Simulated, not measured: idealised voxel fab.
This section sets out a process module, namely voxel self aligned contacts.
Cross-section cut spans 215 nm and uses square cells 5 nm in size.
In this document a cross-section is written as a grid of square cells. It is given as a series of bands, listed from the top down, and a band is one or more rows of cells. Quick guide to a band line: top height, bottom height (nm) up front; then every material left to right with its width in nm. Only one material and it's marked "everywhere"? Then it fills the band edge to edge. And "blank" just means empty space. Heights are expressed relative to 0, this being the level below which the as-received wafer comprises one material exclusively. The lowest band is unbounded in the downward direction and is denoted as in "0 nm and below". Think of "30 to 40" as a width that walks from the first number to the second as you go down the band, top row to bottom row, taking equal-sized steps from row to row. Any step labelled "nothing was modified" changed none of the cells in the cross-section. Closed void listing: empty space of 8 cells or more with no open way to the top, each as width x height at its distance from the left edge, in nm. Formally, on a step line, whatever follows the settings is a remark that the simulator itself makes on the step. overlay nm: step with mask; distance mask lay right of planned place; negative value = left of planned place.
BELOW IS THE LIST OF PLANNED PROCESS STEPS
1,RECEIVE,material Si
2,OXIDIZE,depth nm 5
3,DIRECTIONAL_DEP,material polySi,thk nm 20
4,DIRECTIONAL_DEP,material SiN,thk nm 20
5,PATTERN,tone cover,mask id GATE,material resist,width nm 25,pitch nm 60,thk nm 20,overlay nm 0
6,DIRECTIONAL_ETCH,etch materials SiN,depth nm 20
7,DIRECTIONAL_ETCH,etch materials polySi,depth nm 20
8,STRIP,etch materials resist
9,CONFORMAL_DEP,material SiN,thk nm 10
10,DIRECTIONAL_ETCH,etch materials SiN,depth nm 10
11,FILL_DEP,material SiO2,thk nm 15
12,CMP,height nm 45
13,DIRECTIONAL_DEP,material aC,thk nm 15
14,PATTERN,tone open,mask id CONTACT,material resist,width nm 45,pitch nm 60,thk nm 35,overlay nm 0
15,DIRECTIONAL_ETCH,etch materials aC,depth nm 15
16,STRIP,etch materials resist
17,DIRECTIONAL_ETCH,etch materials SiO2,depth nm 50
18,STRIP,etch materials aC
19,CONFORMAL_DEP,material TiN,thk nm 5
20,FILL_DEP,material W,thk nm 5
21,CMP,height nm 45
22,CONFORMAL_DEP,material SiN,thk nm 5
THIS IS THE CROSS-SECTION OF THE WAFER AS WE RECEIVED IT, I.E. AFTER STEP 1
  0 nm and below | Si everywhere
  Closed void listing: none
THE FIRST OF THE TWO WAFERS AS SEEN IN CROSS-SECTION ONCE THE MODULE WAS FINISHED; PROCESSING FOLLOWED THE PLAN
  50 nm to 45 nm | SiN everywhere
  45 nm to 40 nm | 55 SiO2 / 20 TiN / 5 W / 20 TiN / 15 SiO2 / 20 TiN / 5 W / 20 TiN / 55 SiO2
  40 nm to 20 nm | 25 SiO2 / 45 SiN / 5 TiN / 5 W / 5 TiN / 45 SiN / 5 TiN / 5 W / 5 TiN / 45 SiN / 25 SiO2
  20 nm to 0 nm | 25 SiO2 / 10 SiN / 25 polySi / 10 SiN / 5 TiN / 5 W / 5 TiN / 10 SiN / 25 polySi / 10 SiN / 5 TiN / 5 W / 5 TiN / 10 SiN / 25 polySi / 10 SiN / 25 SiO2
  0 nm to -5 nm | 70 SiO2 / 15 TiN / 45 SiO2 / 15 TiN / 70 SiO2
  -5 nm and below | Si everywhere
  Closed void listing: none
PRESENTED HERE IS A CROSS-SECTION OF THE SECOND OF THE TWO WAFERS AS IT STOOD AT THE END OF THE MODULE. IT WAS STARTED IN THE SAME MANNER AND ASSIGNED THE SAME PLAN AS THE FIRST WAFER; HOWEVER, ONE MISTAKE WAS MADE IN ITS EXECUTION
  50 nm to 45 nm | SiN everywhere
  45 nm to 40 nm | 55 SiO2 / 15 TiN / 15 W / 15 TiN / 15 SiO2 / 15 TiN / 15 W / 15 TiN / 55 SiO2
  40 nm to 20 nm | 30 SiO2 / 35 SiN / 5 TiN / 15 W / 5 TiN / 35 SiN / 5 TiN / 15 W / 5 TiN / 35 SiN / 30 SiO2
  20 nm to 0 nm | 30 SiO2 / 10 SiN / 15 polySi / 10 SiN / 5 TiN / 15 W / 5 TiN / 10 SiN / 15 polySi / 10 SiN / 5 TiN / 15 W / 5 TiN / 10 SiN / 15 polySi / 10 SiN / 30 SiO2
  0 nm to -5 nm | 65 SiO2 / 25 TiN / 35 SiO2 / 25 TiN / 65 SiO2
  -5 nm and below | Si everywhere
  Closed void listing: none
Nonconformance to the process plan: step 5, actual vs plan mismatch, actual run PATTERN,tone cover,mask id GATE,material resist,width nm 15,pitch nm 60,thk nm 20,overlay nm 0
Materials where the second wafer ends with more or fewer cells than the first: 24 fewer of SiN | 12 more of SiO2 | 36 more of W | 24 fewer of polySi
